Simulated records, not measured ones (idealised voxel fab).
Module name: voxel self aligned vias (process module)
We display cut, a cross-section 185 nm in width whose square cells are each 5 nm.
Reading order for cross-sections: top band down to bottom band. Underlying form: a grid of square cells. Band size: one or more rows of cells. Heights first: top, then bottom, in nm. Then materials, left to right, each with a width in nm. "all across" on a single material: fills the band edge to edge. "empty": empty space. Counting heights begins at 0, where everything beneath is, in the wafer as received, one material. The lowest band has no bottom; it goes on downwards, as "top 0, no bottom" shows. Think of "30 to 40" as a width that walks from the first number to the second as you go down the band, top row to bottom row, taking equal-sized steps from row to row. Given "remains unaltered" for a step, no cell of the cross-section differs between before and after that step. Listed in "Enclosed void entries": every empty space of 8 or more cells without an open way to the top. Form: width x height at distance, the distance being from the left edge, all in nm. Heads up: the bit after the settings on a step's line is the simulator's remark on that step. The optional step-line setting "overlay nm" applies to steps with a mask and quantifies how far to the right of its planned location the mask lay, a negative value indicating leftward placement.

The steps planned for the process are as follows:
1 RECEIVE (material Si)
2 CONFORMAL_DEP (material SiO2; thk nm 15)
3 CONFORMAL_DEP (material SiCN; thk nm 5)
4 DIRECTIONAL_DEP (material SiO2; thk nm 30)
5 DIRECTIONAL_DEP (material aC; thk nm 10)
6 PATTERN (tone open; mask id LINES; material resist; width nm 25; pitch nm 50; thk nm 25; overlay nm 0)
7 DIRECTIONAL_ETCH (etch materials aC; depth nm 10)
8 STRIP (etch materials resist)
9 DIRECTIONAL_ETCH (etch materials SiO2; depth nm 30)
10 STRIP (etch materials aC)
11 CONFORMAL_DEP (material TiN; thk nm 5)
12 FILL_DEP (material W; thk nm 5)
13 CMP (height nm 50)
14 SELECTIVE_ETCH (etch materials W Ru TiN; depth nm 5)
15 FILL_DEP (material SiN; thk nm 10)
16 CMP (height nm 50)
17 DIRECTIONAL_DEP (material SiO2; thk nm 15)
18 MASKED_ETCH (tone open; mask id VIAS; width nm 35; etch materials SiO2; depth nm 15; overlay nm 0)
19 MASKED_ETCH (tone open; mask id VIAS; width nm 35; etch materials SiN; depth nm 5; overlay nm 0)
20 CONFORMAL_DEP (material TiN; thk nm 5)
21 FILL_DEP (material Cu; thk nm 10)
22 CMP (height nm 65)
23 CONFORMAL_DEP (material SiCN; thk nm 5)

Shown in cross-section is the wafer as received, that is, as it stands after step 1:
> top 0, no bottom: Si all across
> Enclosed void entries: none

Post-module cross-section: identical start and plan to those above, one misstep in execution:
> top 70, bottom 65: SiCN all across
> top 65, bottom 55: SiO2 50 nm | TiN 5 nm | Cu 25 nm | TiN 5 nm | SiO2 100 nm
> top 55, bottom 50: SiN 50 nm | TiN 35 nm | SiN 100 nm
> top 50, bottom 45: SiO2 55 nm | SiN 25 nm | SiO2 25 nm | SiN 25 nm | SiO2 55 nm
> top 45, bottom 25: SiO2 55 nm | TiN 5 nm | W 15 nm | TiN 5 nm | SiO2 25 nm | TiN 5 nm | W 15 nm | TiN 5 nm | SiO2 55 nm
> top 25, bottom 20: SiO2 55 nm | TiN 25 nm | SiO2 25 nm | TiN 25 nm | SiO2 55 nm
> top 20, bottom 15: SiCN all across
> top 15, bottom 0: SiO2 all across
> top 0, no bottom: Si all across
> Enclosed void entries: none
The plan and the run diverged here: step 16 off recipe, ran as CMP (height nm 55)
